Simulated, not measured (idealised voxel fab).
Module name: voxel self aligned contacts (process module)
Section shown: cut. Width: 170 nm. Cell size: 5 nm, square.
Cross-section, as written here: a square-cell grid given band by band from the top down, where a band holds one or more rows of cells. Per band: top height and bottom height in nm, followed by the left-to-right materials and their widths in nm; "everywhere" marks a single material spanning edge to edge, "air" marks empty space. Counting heights begins at 0, where everything beneath is, in the wafer as received, one material. The lowest band has no bottom; it goes on downwards, as "0 -> down" shows. Width "30->40": first value at the band's top row of cells, second value at its bottom row, equal change from row to row. "same as before" after a step means that no cell of the cross-section changed. Entry "Completely enclosed voids" = empty spaces >= 8 cells with no open way to the top; each as width x height at distance, distance from left edge, all nm. Heads up: the bit after the settings on a step's line is the simulator's remark on that step. The setting "overlay nm" may be written on the line of a step. When the step uses a mask, the value reports how far to the right of the planned place the mask lay, and a negative value reports that it lay to the left.
### The planned process steps are enumerated hereunder
1,RECEIVE: material Si
2,CONFORMAL_DEP: material SiO2, thk nm 5
3,DIRECTIONAL_DEP: material polySi, thk nm 25
4,DIRECTIONAL_DEP: material SiN, thk nm 20
5,PATTERN: tone cover, mask id GATE, material resist, width nm 25, pitch nm 60, thk nm 20, overlay nm 0
6,DIRECTIONAL_ETCH: etch materials SiN, depth nm 20
7,DIRECTIONAL_ETCH: etch materials polySi, depth nm 25
8,STRIP: etch materials resist
9,CONFORMAL_DEP: material SiN, thk nm 5
10,DIRECTIONAL_ETCH: etch materials SiN, depth nm 5
11,FILL_DEP: material SiO2, thk nm 15
12,CMP: height nm 55
13,DIRECTIONAL_DEP: material aC, thk nm 10
14,PATTERN: tone open, mask id CONTACT, material resist, width nm 45, thk nm 25, overlay nm 0
15,DIRECTIONAL_ETCH: etch materials aC, depth nm 10
16,STRIP: etch materials resist
17,DIRECTIONAL_ETCH: etch materials SiO2, depth nm 55
18,STRIP: etch materials aC
19,CONFORMAL_DEP: material TiN, thk nm 5
20,FILL_DEP: material Ru, thk nm 5
21,CMP: height nm 55
22,CONFORMAL_DEP: material SiCN, thk nm 5
### Wafer as received: cross-section following step 1
* 0 -> down  Si everywhere
* Completely enclosed voids: none
### First of two wafers, end-of-module section, run followed plan
* 60 -> 55  SiCN everywhere
* 55 -> 50  SiO2=60, then TiN=15, then Ru=15, then TiN=15, then SiO2=65
* 50 -> 30  SiO2=35, then SiN=35, then TiN=5, then Ru=15, then TiN=5, then SiN=35, then SiO2=40
* 30 -> 5  SiO2=35, then SiN=5, then polySi=25, then SiN=5, then TiN=5, then Ru=15, then TiN=5, then SiN=5, then polySi=25, then SiN=5, then SiO2=40
* 5 -> 0  SiO2=70, then TiN=25, then SiO2=75
* 0 -> down  Si everywhere
* Completely enclosed voids: none
### Cross-sectional view: second of two wafers, end of module; start and plan identical to the first, one mistake in running
* 60 -> 55  SiCN everywhere
* 55 -> 50  SiO2=60, then TiN=15, then Ru=15, then TiN=15, then SiO2=65
* 50 -> 30  SiO2=35, then SiN=5, then polySi=25, then SiN=5, then TiN=5, then Ru=15, then TiN=5, then SiN=5, then polySi=25, then SiN=5, then SiO2=40
* 30 -> 25  SiO2=35, then SiN=5, then polySi=25, then SiN=5, then TiN=25, then SiN=5, then polySi=25, then SiN=5, then SiO2=40
* 25 -> 5  SiN everywhere
* 5 -> 0  SiO2 everywhere
* 0 -> down  Si everywhere
* Completely enclosed voids: none
Processing error: ran 3 and 4 in swapped order versus the plan
Heads up, by the end the second wafer has more or fewer cells of some materials compared to the first: Ru -15; SiN +80; SiO2 -55; TiN -10
